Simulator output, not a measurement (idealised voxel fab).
The name of this process module is voxel self aligned vias.
cross-section cut | 245 nm wide | cells 5 nm
Cross-section, as written here: a square-cell grid given band by band from the top down, where a band holds one or more rows of cells. Band: top and bottom heights (nm) first, top before bottom; then materials from left to right, widths in nm. "throughout" marks a sole material filling the band edge to edge. "empty" denotes empty space. Height is counted from the level 0, under which the received wafer is composed throughout of one material. The lowest of the bands is not closed at the bottom but continues downward, in the notation "top 0, no bottom". A width such as "30 to 40" changes by the same amount from each row of cells to the next, from the band's top row to its bottom row. "nothing changed" after a step means that no cell of the cross-section changed. You'll see "Completely sealed voids" listing empty spaces that have no way open to the top, as long as they're 8 cells or more; the notation is width x height at distance, where the distance is from the left edge, and all of it is in nm. Text after the settings on a step's line: the simulator's own remark on that step. overlay nm: mask offset rightward from planned place, masked step; negative means leftward offset.
STEPS IN THE PROCESS PLAN
1 RECEIVE with material Si
2 CONFORMAL_DEP with material SiO2, thk nm 10
3 CONFORMAL_DEP with material SiCN, thk nm 5
4 DIRECTIONAL_DEP with material lowk, thk nm 25
5 MASKED_ETCH with tone open, mask id LINES, width nm 25, pitch nm 75, etch materials lowk, depth nm 25, overlay nm 0
6 CONFORMAL_DEP with material TiN, thk nm 5
7 FILL_DEP with material Ru, thk nm 10
8 CMP with height nm 40
9 SELECTIVE_ETCH with etch materials W Ru TiN, depth nm 5
10 FILL_DEP with material SiN, thk nm 5
11 CMP with height nm 40
12 DIRECTIONAL_DEP with material lowk, thk nm 15
13 DIRECTIONAL_DEP with material aC, thk nm 10
14 PATTERN with tone open, mask id VIAS, material resist, width nm 45, thk nm 25, overlay nm 0
15 DIRECTIONAL_ETCH with etch materials aC, depth nm 10
16 STRIP with etch materials resist
17 DIRECTIONAL_ETCH with etch materials lowk, depth nm 15
18 DIRECTIONAL_ETCH with etch materials SiN, depth nm 5
19 STRIP with etch materials aC
20 CONFORMAL_DEP with material TiN, thk nm 5
21 FILL_DEP with material Ru, thk nm 10
22 CMP with height nm 55
23 CONFORMAL_DEP with material SiCN, thk nm 5
CONCERNING THE FIRST OF TWO WAFERS, WHICH WAS RUN IN ACCORDANCE WITH THE PLAN
CROSS-SECTION OF THE INCOMING WAFER, STATE AFTER STEP 1
    top 0, no bottom | Si throughout
    Completely sealed voids: none
THE FOLLOWING CROSS-SECTION DEPICTS THE WAFER UPON COMPLETION OF STEP 2
    top 10, bottom 0 | SiO2 throughout
    Whatever lies below 0 is exactly as it was before.
THE FOLLOWING CROSS-SECTION DEPICTS THE WAFER UPON COMPLETION OF STEP 3
    top 15, bottom 10 | SiCN throughout
    Whatever lies below 10 is exactly as it was before.
THE FOLLOWING CROSS-SECTION DEPICTS THE WAFER UPON COMPLETION OF STEP 4
    top 40, bottom 15 | lowk throughout
    Whatever lies below 15 is exactly as it was before.
THE FOLLOWING CROSS-SECTION DEPICTS THE WAFER UPON COMPLETION OF STEP 5
    top 40, bottom 15 | lowk 70 nm; empty 25 nm; lowk 50 nm; empty 25 nm; lowk 75 nm
    Whatever lies below 15 is exactly as it was before.
THE FOLLOWING CROSS-SECTION DEPICTS THE WAFER UPON COMPLETION OF STEP 6
    top 45, bottom 40 | TiN 75 nm; empty 15 nm; TiN 60 nm; empty 15 nm; TiN 80 nm
    top 40, bottom 20 | lowk 70 nm; TiN 5 nm; empty 15 nm; TiN 5 nm; lowk 50 nm; TiN 5 nm; empty 15 nm; TiN 5 nm; lowk 75 nm
    top 20, bottom 15 | lowk 70 nm; TiN 25 nm; lowk 50 nm; TiN 25 nm; lowk 75 nm
    Whatever lies below 15 is exactly as it was before.
THE FOLLOWING CROSS-SECTION DEPICTS THE WAFER UPON COMPLETION OF STEP 7
    top 55, bottom 45 | Ru throughout
    top 45, bottom 40 | TiN 75 nm; Ru 15 nm; TiN 60 nm; Ru 15 nm; TiN 80 nm
    top 40, bottom 20 | lowk 70 nm; TiN 5 nm; Ru 15 nm; TiN 5 nm; lowk 50 nm; TiN 5 nm; Ru 15 nm; TiN 5 nm; lowk 75 nm
    Whatever lies below 20 is exactly as it was before.
THE FOLLOWING CROSS-SECTION DEPICTS THE WAFER UPON COMPLETION OF STEP 8
    top 40, bottom 20 | lowk 70 nm; TiN 5 nm; Ru 15 nm; TiN 5 nm; lowk 50 nm; TiN 5 nm; Ru 15 nm; TiN 5 nm; lowk 75 nm
    Whatever lies below 20 is exactly as it was before.
THE FOLLOWING CROSS-SECTION DEPICTS THE WAFER UPON COMPLETION OF STEP 9
    top 40, bottom 35 | lowk 70 nm; empty 25 nm; lowk 50 nm; empty 25 nm; lowk 75 nm
    Whatever lies below 35 is exactly as it was before.
THE FOLLOWING CROSS-SECTION DEPICTS THE WAFER UPON COMPLETION OF STEP 10
    top 45, bottom 40 | SiN throughout
    top 40, bottom 35 | lowk 70 nm; SiN 25 nm; lowk 50 nm; SiN 25 nm; lowk 75 nm
    Whatever lies below 35 is exactly as it was before.
THE FOLLOWING CROSS-SECTION DEPICTS THE WAFER UPON COMPLETION OF STEP 11
    top 40, bottom 35 | lowk 70 nm; SiN 25 nm; lowk 50 nm; SiN 25 nm; lowk 75 nm
    Whatever lies below 35 is exactly as it was before.
THE FOLLOWING CROSS-SECTION DEPICTS THE WAFER UPON COMPLETION OF STEP 12
    top 55, bottom 40 | lowk throughout
    Whatever lies below 40 is exactly as it was before.
THE FOLLOWING CROSS-SECTION DEPICTS THE WAFER UPON COMPLETION OF STEP 13
    top 65, bottom 55 | aC throughout
    Whatever lies below 55 is exactly as it was before.
THE FOLLOWING CROSS-SECTION DEPICTS THE WAFER UPON COMPLETION OF STEP 14
    top 90, bottom 65 | resist 60 nm; empty 45 nm; resist 140 nm
    Whatever lies below 65 is exactly as it was before.
THE FOLLOWING CROSS-SECTION DEPICTS THE WAFER UPON COMPLETION OF STEP 15
    top 80, bottom 65 | resist 60 nm; empty 45 nm; resist 140 nm
    top 65, bottom 55 | aC 60 nm; empty 45 nm; aC 140 nm
    Whatever lies below 55 is exactly as it was before.
THE FOLLOWING CROSS-SECTION DEPICTS THE WAFER UPON COMPLETION OF STEP 16
    top 65, bottom 55 | aC 60 nm; empty 45 nm; aC 140 nm
    Whatever lies below 55 is exactly as it was before.
THE FOLLOWING CROSS-SECTION DEPICTS THE WAFER UPON COMPLETION OF STEP 17
    top 65, bottom 55 | aC 60 nm; empty 45 nm; aC 140 nm
    top 55, bottom 40 | lowk 60 nm; empty 45 nm; lowk 140 nm
    Whatever lies below 40 is exactly as it was before.
THE FOLLOWING CROSS-SECTION DEPICTS THE WAFER UPON COMPLETION OF STEP 18
    top 65, bottom 55 | aC 60 nm; empty 45 nm; aC 140 nm
    top 55, bottom 40 | lowk 60 nm; empty 45 nm; lowk 140 nm
    top 40, bottom 35 | lowk 70 nm; empty 25 nm; lowk 50 nm; SiN 25 nm; lowk 75 nm
    Whatever lies below 35 is exactly as it was before.
THE FOLLOWING CROSS-SECTION DEPICTS THE WAFER UPON COMPLETION OF STEP 19
    top 55, bottom 40 | lowk 60 nm; empty 45 nm; lowk 140 nm
    Whatever lies below 40 is exactly as it was before.
THE FOLLOWING CROSS-SECTION DEPICTS THE WAFER UPON COMPLETION OF STEP 20
    top 60, bottom 55 | TiN 65 nm; empty 35 nm; TiN 145 nm
    top 55, bottom 45 | lowk 60 nm; TiN 5 nm; empty 35 nm; TiN 5 nm; lowk 140 nm
    top 45, bottom 40 | lowk 60 nm; TiN 15 nm; empty 15 nm; TiN 15 nm; lowk 140 nm
    top 40, bottom 35 | lowk 70 nm; TiN 25 nm; lowk 50 nm; SiN 25 nm; lowk 75 nm
    Whatever lies below 35 is exactly as it was before.
THE FOLLOWING CROSS-SECTION DEPICTS THE WAFER UPON COMPLETION OF STEP 21
    top 70, bottom 60 | Ru throughout
    top 60, bottom 55 | TiN 65 nm; Ru 35 nm; TiN 145 nm
    top 55, bottom 45 | lowk 60 nm; TiN 5 nm; Ru 35 nm; TiN 5 nm; lowk 140 nm
    top 45, bottom 40 | lowk 60 nm; TiN 15 nm; Ru 15 nm; TiN 15 nm; lowk 140 nm
    Whatever lies below 40 is exactly as it was before.
THE FOLLOWING CROSS-SECTION DEPICTS THE WAFER UPON COMPLETION OF STEP 22
    top 55, bottom 45 | lowk 60 nm; TiN 5 nm; Ru 35 nm; TiN 5 nm; lowk 140 nm
    Whatever lies below 45 is exactly as it was before.
THE FOLLOWING CROSS-SECTION DEPICTS THE WAFER UPON COMPLETION OF STEP 23
    top 60, bottom 55 | SiCN throughout
    Whatever lies below 55 is exactly as it was before.
IT IS TO BE NOTED THAT THE SECOND WAFER PROCEEDED FROM THE SAME INITIAL STATE AND ACCORDING TO THE SAME PLAN AS THE FIRST, ALTHOUGH ONE MISTAKE WAS COMMITTED IN ITS EXECUTION; THROUGH STEP 1, INCLUSIVE, THE TWO WAFERS SHARE AN IDENTICAL HISTORY
Second wafer, cross-section, planned end of step 2: nothing changed
SECOND WAFER, CROSS-SECTION, PLANNED END OF STEP 3
    top 5, bottom 0 | SiCN throughout
    Whatever lies below 0 is exactly as it was before.
SECOND WAFER, CROSS-SECTION, PLANNED END OF STEP 4
    top 30, bottom 5 | lowk throughout
    Whatever lies below 5 is exactly as it was before.
SECOND WAFER, CROSS-SECTION, PLANNED END OF STEP 5
    top 30, bottom 5 | lowk 70 nm; empty 25 nm; lowk 50 nm; empty 25 nm; lowk 75 nm
    Whatever lies below 5 is exactly as it was before.
SECOND WAFER, CROSS-SECTION, PLANNED END OF STEP 6
    top 35, bottom 30 | TiN 75 nm; empty 15 nm; TiN 60 nm; empty 15 nm; TiN 80 nm
    top 30, bottom 10 | lowk 70 nm; TiN 5 nm; empty 15 nm; TiN 5 nm; lowk 50 nm; TiN 5 nm; empty 15 nm; TiN 5 nm; lowk 75 nm
    top 10, bottom 5 | lowk 70 nm; TiN 25 nm; lowk 50 nm; TiN 25 nm; lowk 75 nm
    Whatever lies below 5 is exactly as it was before.
SECOND WAFER, CROSS-SECTION, PLANNED END OF STEP 7
    top 45, bottom 35 | Ru throughout
    top 35, bottom 30 | TiN 75 nm; Ru 15 nm; TiN 60 nm; Ru 15 nm; TiN 80 nm
    top 30, bottom 10 | lowk 70 nm; TiN 5 nm; Ru 15 nm; TiN 5 nm; lowk 50 nm; TiN 5 nm; Ru 15 nm; TiN 5 nm; lowk 75 nm
    Whatever lies below 10 is exactly as it was before.
SECOND WAFER, CROSS-SECTION, PLANNED END OF STEP 8
    top 40, bottom 35 | Ru throughout
    Whatever lies below 35 is exactly as it was before.
SECOND WAFER, CROSS-SECTION, PLANNED END OF STEP 9
    top 35, bottom 30 | TiN 75 nm; Ru 15 nm; TiN 60 nm; Ru 15 nm; TiN 80 nm
    Whatever lies below 30 is exactly as it was before.
SECOND WAFER, CROSS-SECTION, PLANNED END OF STEP 10
    top 40, bottom 35 | SiN throughout
    Whatever lies below 35 is exactly as it was before.
Second wafer, cross-section, planned end of step 11: nothing changed
SECOND WAFER, CROSS-SECTION, PLANNED END OF STEP 12
    top 55, bottom 40 | lowk throughout
    Whatever lies below 40 is exactly as it was before.
SECOND WAFER, CROSS-SECTION, PLANNED END OF STEP 13
    top 65, bottom 55 | aC throughout
    Whatever lies below 55 is exactly as it was before.
SECOND WAFER, CROSS-SECTION, PLANNED END OF STEP 14
    top 90, bottom 65 | resist 60 nm; empty 45 nm; resist 140 nm
    Whatever lies below 65 is exactly as it was before.
SECOND WAFER, CROSS-SECTION, PLANNED END OF STEP 15
    top 80, bottom 65 | resist 60 nm; empty 45 nm; resist 140 nm
    top 65, bottom 55 | aC 60 nm; empty 45 nm; aC 140 nm
    Whatever lies below 55 is exactly as it was before.
SECOND WAFER, CROSS-SECTION, PLANNED END OF STEP 16
    top 65, bottom 55 | aC 60 nm; empty 45 nm; aC 140 nm
    Whatever lies below 55 is exactly as it was before.
SECOND WAFER, CROSS-SECTION, PLANNED END OF STEP 17
    top 65, bottom 55 | aC 60 nm; empty 45 nm; aC 140 nm
    top 55, bottom 40 | lowk 60 nm; empty 45 nm; lowk 140 nm
    Whatever lies below 40 is exactly as it was before.
SECOND WAFER, CROSS-SECTION, PLANNED END OF STEP 18
    top 65, bottom 55 | aC 60 nm; empty 45 nm; aC 140 nm
    top 55, bottom 40 | lowk 60 nm; empty 45 nm; lowk 140 nm
    top 40, bottom 35 | SiN 60 nm; empty 45 nm; SiN 140 nm
    Whatever lies below 35 is exactly as it was before.
SECOND WAFER, CROSS-SECTION, PLANNED END OF STEP 19
    top 55, bottom 40 | lowk 60 nm; empty 45 nm; lowk 140 nm
    Whatever lies below 40 is exactly as it was before.
SECOND WAFER, CROSS-SECTION, PLANNED END OF STEP 20
    top 60, bottom 55 | TiN 65 nm; empty 35 nm; TiN 145 nm
    top 55, bottom 40 | lowk 60 nm; TiN 5 nm; empty 35 nm; TiN 5 nm; lowk 140 nm
    top 40, bottom 35 | SiN 60 nm; TiN 45 nm; SiN 140 nm
    Whatever lies below 35 is exactly as it was before.
SECOND WAFER, CROSS-SECTION, PLANNED END OF STEP 21
    top 70, bottom 60 | Ru throughout
    top 60, bottom 55 | TiN 65 nm; Ru 35 nm; TiN 145 nm
    top 55, bottom 40 | lowk 60 nm; TiN 5 nm; Ru 35 nm; TiN 5 nm; lowk 140 nm
    Whatever lies below 40 is exactly as it was before.
SECOND WAFER, CROSS-SECTION, PLANNED END OF STEP 22
    top 55, bottom 40 | lowk 60 nm; TiN 5 nm; Ru 35 nm; TiN 5 nm; lowk 140 nm
    Whatever lies below 40 is exactly as it was before.
SECOND WAFER, CROSS-SECTION, PLANNED END OF STEP 23
    top 60, bottom 55 | SiCN throughout
    Whatever lies below 55 is exactly as it was before.
So what did we get wrong on this run? the plan's step 2 went unexecuted, having been skipped
Final tally in cells, some materials are higher or lower on the second wafer than on the first: Ru +16; SiN +35; SiO2 -98; TiN +47
